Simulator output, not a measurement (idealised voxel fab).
The following is a process module called voxel wiring stack.
240 nm wide, 5 nm square cells: that's cross-section cut.
If you're reading a cross-section in this doc, picture square cells in a grid; it comes to you as bands, top ones listed first down to the bottom, and a band can be one or more rows of cells. What a band's entry tells you: where the top is and where the bottom is, as heights in nm, and after that what lies inside, material by material from left to right, each with its width in nm. Empty space is written as the word "empty", and a single material marked with the word "full width" occupies the band from edge to edge. Counting heights begins at 0, where everything beneath is, in the wafer as received, one material. The lowest band has no bottom; it goes on downwards, as "0..down" shows. Read "30->40" as a graded width: first number on top, second number at the bottom, same change between each pair of neighbouring rows. "same as before" means the step left every cell of the cross-section as it was. Enclosed voids (no open way to top), threshold 8 cells or more, entry "Voids, fully enclosed", notation width x height at distance, distance from left edge, nm. Read whatever lies past the settings on a step's line as the simulator's own remark about the step. The line of a step may include "overlay nm". On a step with a mask, this value is how far to the right of its planned place the mask lay. A negative value means the mask lay to the left.

-- Planned step list for the process
1,RECEIVE: material Si
2,CONFORMAL_DEP: material SiO2, thk nm 10
3,DIRECTIONAL_DEP: material TiN, thk nm 5
4,DIRECTIONAL_DEP: material Ru, thk nm 25
5,MASKED_ETCH: tone cover, mask id METAL_1, width nm 20, pitch nm 50, etch materials Ru, depth nm 25, overlay nm 0
6,MASKED_ETCH: tone cover, mask id METAL_1, width nm 20, pitch nm 50, etch materials TiN, depth nm 5, overlay nm 0
7,CONFORMAL_DEP: material SiCN, thk nm 5
8,FILL_DEP: material lowk, thk nm 10
9,CMP: height nm 40
10,CONFORMAL_DEP: material SiCN, thk nm 5
11,DIRECTIONAL_DEP: material lowk, thk nm 15
12,DIRECTIONAL_DEP: material aC, thk nm 15
13,PATTERN: tone open, mask id PLUG_1, material resist, width nm 15, pitch nm 50, thk nm 30, overlay nm 0
14,DIRECTIONAL_ETCH: etch materials aC, depth nm 15
15,STRIP: etch materials resist
16,DIRECTIONAL_ETCH: etch materials lowk, depth nm 15
17,DIRECTIONAL_ETCH: etch materials SiCN, depth nm 5
18,STRIP: etch materials aC
19,EPI: material Ru, thk nm 10
20,EPI: material Ru, thk nm 10
21,CONFORMAL_DEP: material SiN, thk nm 5
22,DIRECTIONAL_DEP: material SiO2, thk nm 25
23,PATTERN: tone open, mask id METAL_2, material resist, width nm 20, pitch nm 50, thk nm 15, overlay nm 0
24,DIRECTIONAL_ETCH: etch materials SiO2, depth nm 25
25,DIRECTIONAL_ETCH: etch materials SiN, depth nm 5
26,STRIP: etch materials resist
27,CONFORMAL_DEP: material TiN, thk nm 5
28,FILL_DEP: material Ru, thk nm 10
29,CMP: height nm 90
30,CONFORMAL_DEP: material SiCN, thk nm 5
31,DIRECTIONAL_DEP: material lowk, thk nm 30
32,MASKED_ETCH: tone open, mask id METAL_3, width nm 20, pitch nm 50, etch materials lowk, depth nm 15, overlay nm 0
33,PATTERN: tone open, mask id METAL_3_HOLES, material resist, width nm 15, pitch nm 100, thk nm 20, overlay nm 0
34,DIRECTIONAL_ETCH: etch materials lowk, depth nm 15
35,DIRECTIONAL_ETCH: etch materials SiCN, depth nm 5
36,STRIP: etch materials resist
37,CONFORMAL_DEP: material TiN, thk nm 5
38,FILL_DEP: material Ru, thk nm 10
39,CMP: height nm 125
40,CONFORMAL_DEP: material SiCN, thk nm 5
41,DIRECTIONAL_DEP: material SiO2, thk nm 30
42,DIRECTIONAL_DEP: material aC, thk nm 10
43,PATTERN: tone open, mask id METAL_4, material resist, width nm 20, pitch nm 50, thk nm 30, overlay nm 0
44,DIRECTIONAL_ETCH: etch materials aC, depth nm 10
45,STRIP: etch materials resist
46,DIRECTIONAL_ETCH: etch materials SiO2, depth nm 15
47,STRIP: etch materials aC
48,MASKED_ETCH: tone open, mask id METAL_4_HOLES, width nm 15, pitch nm 100, etch materials SiO2, depth nm 15, overlay nm 0
49,MASKED_ETCH: tone open, mask id METAL_4_HOLES, width nm 15, pitch nm 100, etch materials SiCN, depth nm 5, overlay nm 0
50,CONFORMAL_DEP: material TiN, thk nm 5
51,FILL_DEP: material Cu, thk nm 5
52,CMP: height nm 160
53,CONFORMAL_DEP: material SiCN, thk nm 5

-- Cross-section: wafer on arrival = after step 1
    0..down  Si full width
    Voids, fully enclosed: none

-- Same starting wafer, same plan as above, one mistake in the execution; this is the cross-section at the end of the module
    165..160  SiCN full width
    160..150  SiO2 (60), TiN (5), Cu (10), TiN (5), SiO2 (30), TiN (5), Cu (10), TiN (5), SiO2 (30), TiN (5), Cu (10), TiN (5), SiO2 (60)
    150..145  SiO2 (60), TiN (5), Cu (5), TiN (10), SiO2 (30), TiN (20), SiO2 (30), TiN (5), Cu (5), TiN (10), SiO2 (60)
    145..130  SiO2 (60), TiN (5), Cu (5), TiN (5), SiO2 (85), TiN (5), Cu (5), TiN (5), SiO2 (65)
    130..125  SiCN (60), TiN (15), SiCN (85), TiN (15), SiCN (65)
    125..115  lowk (60), TiN (5), Ru (10), TiN (5), lowk (30), TiN (5), Ru (10), TiN (5), lowk (30), TiN (5), Ru (10), TiN (5), lowk (60)
    115..110  lowk (60), TiN (5), Ru (5), TiN (10), lowk (30), TiN (20), lowk (30), TiN (5), Ru (5), TiN (10), lowk (60)
    110..95  lowk (60), TiN (5), Ru (5), TiN (5), lowk (85), TiN (5), Ru (5), TiN (5), lowk (65)
    95..90  SiCN (60), TiN (15), SiCN (85), TiN (15), SiCN (65)
    90..65  SiO2 (60), TiN (5), Ru (15), TiN (5), SiO2 (25), TiN (5), Ru (15), TiN (5), SiO2 (25), TiN (5), Ru (15), TiN (5), SiO2 (55)
    65..60  SiN (60), TiN (25), SiN (25), TiN (25), SiN (25), TiN (25), SiN (55)
    60..45  lowk (60), Ru (15), lowk (35), Ru (15), lowk (35), Ru (15), lowk (65)
    45..40  SiCN (60), Ru (15), SiCN (35), Ru (15), SiCN (35), Ru (15), SiCN (65)
    40..15  lowk (55), SiCN (5), Ru (20), SiCN (5), lowk (20), SiCN (5), Ru (20), SiCN (5), lowk (20), SiCN (5), Ru (20), SiCN (5), lowk (55)
    15..10  SiCN (60), TiN (20), SiCN (30), TiN (20), SiCN (30), TiN (20), SiCN (60)
    10..0  SiO2 full width
    0..down  Si full width
    Voids, fully enclosed: none
Want to know what went wrong? not per plan at step 23, really ran PATTERN: tone open, mask id METAL_2, material resist, width nm 25, pitch nm 50, thk nm 15, overlay nm 0
